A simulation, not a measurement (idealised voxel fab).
process module | voxel wiring stack
cross-section cut | 290 nm wide | cells 5 nm
A cross-section is a grid of square cells, given in bands from the top down. A band is one or more rows of cells.
Each band's line starts with the height of the band's top and of its bottom, in nm. Then come its materials from left to right, each with its width in nm. One material with "throughout" fills the band from edge to edge. "air" is empty space.
Height 0 is the level under which the wafer as received is all one material. The lowest band goes on downwards, as in "0 down".
A width such as "30 to 40" changes by the same amount from each row of cells to the next, from the band's top row to its bottom row.
"no change" after a step means that no cell of the cross-section changed.
closed voids: empty space of 8 cells or more with no open way to the top, each as width x height at its distance from the left edge, in nm
after a step's settings: what the simulator itself notes on the step
overlay nm, on a step with a mask: how far to the right of its planned place the mask lay; to the left if negative
plan
1 op RECEIVE | material Si
2 op CONFORMAL_DEP | material SiO2 | thk nm 10
3 op CONFORMAL_DEP | material SiCN | thk nm 5
4 op DIRECTIONAL_DEP | material SiO2 | thk nm 25
5 op MASKED_ETCH | tone open | mask id METAL_1 | width nm 20 | pitch nm 45 | etch materials SiO2 | depth nm 25 | overlay nm 0
6 op MASKED_ETCH | tone open | mask id METAL_1 | width nm 20 | pitch nm 45 | etch materials SiCN | depth nm 5 | overlay nm 0
7 op CONFORMAL_DEP | material TiN | thk nm 5
8 op FILL_DEP | material Cu | thk nm 5
9 op CMP | height nm 40
10 op CONFORMAL_DEP | material SiCN | thk nm 5
11 op DIRECTIONAL_DEP | material SiO2 | thk nm 30
12 op MASKED_ETCH | tone open | mask id METAL_2 | width nm 20 | pitch nm 45 | etch materials SiO2 | depth nm 15 | overlay nm 0
13 op PATTERN | tone open | mask id METAL_2_HOLES | material resist | width nm 15 | thk nm 15 | overlay nm 0
14 op DIRECTIONAL_ETCH | etch materials SiO2 | depth nm 15
15 op DIRECTIONAL_ETCH | etch materials SiCN | depth nm 5
16 op STRIP | etch materials resist
17 op CONFORMAL_DEP | material TiN | thk nm 5
18 op FILL_DEP | material Cu | thk nm 5
19 op CMP | height nm 75
20 op CONFORMAL_DEP | material SiCN | thk nm 5
21 op DIRECTIONAL_DEP | material lowk | thk nm 30
22 op PATTERN | tone open | mask id METAL_3_HOLES | material resist | width nm 15 | pitch nm 45 | thk nm 20 | overlay nm 0
23 op DIRECTIONAL_ETCH | etch materials lowk | depth nm 30
24 op STRIP | etch materials resist
25 op MASKED_ETCH | tone open | mask id METAL_3 | width nm 20 | pitch nm 45 | etch materials lowk | depth nm 15 | overlay nm 0
26 op MASKED_ETCH | tone open | mask id METAL_3 | width nm 20 | pitch nm 45 | etch materials SiCN | depth nm 5 | overlay nm 0
27 op CONFORMAL_DEP | material TiN | thk nm 5
28 op FILL_DEP | material Ru | thk nm 5
29 op CMP | height nm 110
30 op CONFORMAL_DEP | material SiCN | thk nm 5
31 op DIRECTIONAL_DEP | material lowk | thk nm 35
32 op DIRECTIONAL_DEP | material aC | thk nm 10
33 op PATTERN | tone open | mask id METAL_4_HOLES | material resist | width nm 15 | thk nm 25 | overlay nm 0
34 op DIRECTIONAL_ETCH | etch materials aC | depth nm 10
35 op STRIP | etch materials resist
36 op DIRECTIONAL_ETCH | etch materials lowk | depth nm 35
37 op STRIP | etch materials aC
38 op PATTERN | tone open | mask id METAL_4 | material resist | width nm 20 | pitch nm 45 | thk nm 15 | overlay nm 0
39 op DIRECTIONAL_ETCH | etch materials lowk | depth nm 20
40 op DIRECTIONAL_ETCH | etch materials SiCN | depth nm 5
41 op STRIP | etch materials resist
42 op CONFORMAL_DEP | material TiN | thk nm 5
43 op FILL_DEP | material Cu | thk nm 10
44 op CMP | height nm 150
45 op CONFORMAL_DEP | material SiN | thk nm 5
as received, after step 1
  0 down: Si throughout
  closed voids: none
a wafer at the end: this start, this plan, one mistake
  155 to 150: SiN throughout
  150 to 135: lowk 110 | TiN 5 | Cu 15 | TiN 5 | lowk 20 | TiN 5 | Cu 15 | TiN 5 | lowk 110
  135 to 130: lowk 110 | TiN 5 | Cu 5 | TiN 15 | lowk 20 | TiN 25 | lowk 110
  130 to 115: lowk 110 | TiN 5 | Cu 5 | TiN 5 | lowk 165
  115 to 110: SiCN 110 | TiN 15 | SiCN 165
  110 to 100: lowk 110 | TiN 5 | Ru 10 | TiN 5 | lowk 25 | TiN 5 | Ru 10 | TiN 5 | lowk 115
  100 to 95: lowk 110 | TiN 5 | Ru 5 | TiN 10 | lowk 25 | TiN 5 | Ru 5 | TiN 10 | lowk 115
  95 to 80: lowk 110 | TiN 5 | Ru 5 | TiN 5 | lowk 30 | TiN 5 | Ru 5 | TiN 5 | lowk 120
  80 to 75: SiCN 110 | TiN 15 | SiCN 30 | TiN 15 | SiCN 120
  75 to 65: SiO2 110 | TiN 5 | Cu 10 | TiN 5 | SiO2 25 | TiN 5 | Cu 10 | TiN 5 | SiO2 115
  65 to 60: SiO2 110 | TiN 5 | Cu 5 | TiN 10 | SiO2 25 | TiN 20 | SiO2 115
  60 to 45: SiO2 110 | TiN 5 | Cu 5 | TiN 5 | SiO2 165
  45 to 40: SiCN 110 | TiN 15 | SiCN 165
  40 to 15: SiO2 110 | TiN 5 | Cu 10 | TiN 5 | SiO2 25 | TiN 5 | Cu 10 | TiN 5 | SiO2 115
  15 to 10: SiCN 110 | TiN 20 | SiCN 25 | TiN 20 | SiCN 115
  10 to 0: SiO2 throughout
  0 down: Si throughout
  closed voids: none
what went wrong: step 38 ran as: op PATTERN | tone open | mask id METAL_4 | material resist | width nm 25 | pitch nm 45 | thk nm 15 | overlay nm 0
